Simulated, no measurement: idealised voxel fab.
process module | voxel wiring stack
cross-section cut | 160 nm wide | cells 5 nm
A cross-section is a grid of square cells, given in bands from the top down. A band is one or more rows of cells.
Each band's line starts with the height of the band's top and of its bottom, in nm. Then come its materials from left to right, each with its width in nm. One material with "throughout" fills the band from edge to edge. "air" is empty space.
Height 0 is the level under which the wafer as received is all one material. The lowest band goes on downwards, as in "0 down".
A width such as "30 to 40" changes by the same amount from each row of cells to the next, from the band's top row to its bottom row.
"no change" after a step means that no cell of the cross-section changed.
closed voids: empty space of 8 cells or more with no open way to the top, each as width x height at its distance from the left edge, in nm
after a step's settings: what the simulator itself notes on the step
overlay nm, on a step with a mask: how far to the right of its planned place the mask lay; to the left if negative
plan
1 op RECEIVE | material Si
2 op CONFORMAL_DEP | material SiO2 | thk nm 15
3 op CONFORMAL_DEP | material SiCN | thk nm 5
4 op DIRECTIONAL_DEP | material SiO2 | thk nm 15
5 op PATTERN | tone open | mask id METAL_1 | material resist | width nm 20 | pitch nm 35 | thk nm 15 | overlay nm 0
6 op DIRECTIONAL_ETCH | etch materials SiO2 | depth nm 15
7 op DIRECTIONAL_ETCH | etch materials SiCN | depth nm 5
8 op STRIP | etch materials resist
9 op CONFORMAL_DEP | material TiN | thk nm 5
10 op FILL_DEP | material Ru | thk nm 5
11 op CMP | height nm 35
12 op EPI | material Ru | thk nm 5
13 op FILL_DEP | material SiCN | thk nm 5
14 op DIRECTIONAL_DEP | material lowk | thk nm 30
15 op DIRECTIONAL_DEP | material aC | thk nm 15
16 op PATTERN | tone open | mask id METAL_2_HOLES | material resist | width nm 15 | pitch nm 35 | thk nm 30 | overlay nm 0
17 op DIRECTIONAL_ETCH | etch materials aC | depth nm 15
18 op STRIP | etch materials resist
19 op DIRECTIONAL_ETCH | etch materials lowk | depth nm 30
20 op STRIP | etch materials aC
21 op MASKED_ETCH | tone open | mask id METAL_2 | width nm 20 | pitch nm 35 | etch materials lowk | depth nm 20 | overlay nm 0
22 op MASKED_ETCH | tone open | mask id METAL_2 | width nm 20 | pitch nm 35 | etch materials SiCN | depth nm 5 | overlay nm 0
23 op CONFORMAL_DEP | material TiN | thk nm 5
24 op FILL_DEP | material Cu | thk nm 10
25 op CMP | height nm 75
26 op CONFORMAL_DEP | material SiN | thk nm 5
as received, after step 1
  0 down: Si throughout
  closed voids: none
a wafer at the end: this start, this plan, one mistake
  80 to 75: SiN throughout
  75 to 60: lowk 50 | TiN 5 | Cu 10 | TiN 5 | lowk 15 | TiN 5 | Cu 10 | TiN 5 | lowk 55
  60 to 55: lowk 50 | TiN 5 | Cu 5 | TiN 10 | lowk 15 | TiN 5 | Cu 5 | TiN 10 | lowk 55
  55 to 45: lowk 50 | TiN 5 | Cu 5 | TiN 5 | lowk 20 | TiN 5 | Cu 5 | TiN 5 | lowk 60
  45 to 40: SiCN 50 | TiN 15 | SiCN 20 | TiN 15 | SiCN 60
  40 to 35: Ru 55 | SiCN 10 | Ru 25 | SiCN 10 | Ru 60
  35 to 20: Ru 45 | TiN 5 | SiO2 20 | TiN 5 | Ru 5 | TiN 5 | SiO2 20 | TiN 5 | Ru 50
  20 to 15: TiN 50 | SiCN 20 | TiN 15 | SiCN 20 | TiN 55
  15 to 0: SiO2 throughout
  0 down: Si throughout
  closed voids: none
what went wrong: step 5 ran as: op PATTERN | tone cover | mask id METAL_1 | material resist | width nm 20 | pitch nm 35 | thk nm 15 | overlay nm 0
